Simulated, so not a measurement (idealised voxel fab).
process module | voxel air gaps
cross-section cut | 285 nm wide | cells 5 nm
A cross-section is a grid of square cells, given in bands from the top down. A band is one or more rows of cells.
Each band's line starts with the height of the band's top and of its bottom, in nm. Then come its materials from left to right, each with its width in nm. One material with "throughout" fills the band from edge to edge. "air" is empty space.
Height 0 is the level under which the wafer as received is all one material. The lowest band goes on downwards, as in "0 down".
A width such as "30 to 40" changes by the same amount from each row of cells to the next, from the band's top row to its bottom row.
"no change" after a step means that no cell of the cross-section changed.
closed voids: empty space of 8 cells or more with no open way to the top, each as width x height at its distance from the left edge, in nm
after a step's settings: what the simulator itself notes on the step
overlay nm, on a step with a mask: how far to the right of its planned place the mask lay; to the left if negative
plan
1 op RECEIVE | material Si
2 op CONFORMAL_DEP | material SiO2 | thk nm 10
3 op CONFORMAL_DEP | material SiN | thk nm 5
4 op DIRECTIONAL_DEP | material lowk | thk nm 40
5 op DIRECTIONAL_DEP | material aC | thk nm 10
6 op PATTERN | tone open | mask id LINES | material resist | width nm 15 | pitch nm 40 | thk nm 25 | overlay nm 0
7 op DIRECTIONAL_ETCH | etch materials aC | depth nm 10
8 op STRIP | etch materials resist
9 op DIRECTIONAL_ETCH | etch materials lowk | depth nm 40
10 op STRIP | etch materials aC
11 op CONFORMAL_DEP | material TiN | thk nm 5
12 op FILL_DEP | material Ru | thk nm 10
13 op CMP | height nm 55
14 op EPI | material Ru | thk nm 10
15 op SELECTIVE_ETCH | etch materials lowk | depth nm 50
16 op CONFORMAL_DEP | material SiN | thk nm 5
varied across the wafers: width nm of step 6. The plan shows the first wafer's value. All wafers start alike
first wafer as received, after step 1
  0 down: Si throughout
  closed voids: none
first wafer at the end, after step 16
  70 to 65: air 60 | SiN 165 | air 60
  65 to 55: air 60 | SiN 5 | Ru 35 | SiN 5 | Ru 35 | SiN 5 | Ru 35 | SiN 5 | Ru 35 | SiN 5 | air 60
  55 to 50: air 60 | SiN 15 | TiN 5 | Ru 5 | TiN 5 | SiN 25 | TiN 5 | Ru 5 | TiN 5 | SiN 25 | TiN 5 | Ru 5 | TiN 5 | SiN 25 | TiN 5 | Ru 5 | TiN 5 | SiN 15 | air 60
  50 to 20: air 70 | SiN 5 | TiN 5 | Ru 5 | TiN 5 | SiN 5 | air 15 | SiN 5 | TiN 5 | Ru 5 | TiN 5 | SiN 5 | air 15 | SiN 5 | TiN 5 | Ru 5 | TiN 5 | SiN 5 | air 15 | SiN 5 | TiN 5 | Ru 5 | TiN 5 | SiN 5 | air 70
  20 to 15: SiN 75 | TiN 15 | SiN 25 | TiN 15 | SiN 25 | TiN 15 | SiN 25 | TiN 15 | SiN 75
  15 to 10: SiN throughout
  10 to 0: SiO2 throughout
  0 down: Si throughout
  closed voids: 15 x 30 at 95; 15 x 30 at 135; 15 x 30 at 175
last wafer at the end
  70 to 65: air 55 | SiN 175 | air 55
  65 to 55: air 55 | SiN 5 | Ru 165 | SiN 5 | air 55
  55 to 50: air 55 | SiN 15 | TiN 5 | Ru 15 | TiN 5 | lowk 15 | TiN 5 | Ru 15 | TiN 5 | lowk 15 | TiN 5 | Ru 15 | TiN 5 | lowk 15 | TiN 5 | Ru 15 | TiN 5 | SiN 15 | air 55
  50 to 20: air 65 | SiN 5 | TiN 5 | Ru 15 | TiN 5 | lowk 15 | TiN 5 | Ru 15 | TiN 5 | lowk 15 | TiN 5 | Ru 15 | TiN 5 | lowk 15 | TiN 5 | Ru 15 | TiN 5 | SiN 5 | air 65
  20 to 15: SiN 70 | TiN 25 | lowk 15 | TiN 25 | lowk 15 | TiN 25 | lowk 15 | TiN 25 | SiN 70
  15 to 10: SiN throughout
  10 to 0: SiO2 throughout
  0 down: Si throughout
  closed voids: none
each wafer at the end: cells of each material gained (+) or lost (-) since it was received, then its closed voids
width nm 15 | +84 Ru | +214 SiN | +114 SiO2 | +68 TiN | closed voids: 15 x 30 at 95; 15 x 30 at 135; 15 x 30 at 175
width nm 20 | +120 Ru | +142 SiN | +114 SiO2 | +72 TiN | +96 lowk | closed voids: none
width nm 25 | +150 Ru | +142 SiN | +114 SiO2 | +76 TiN | +72 lowk | closed voids: none
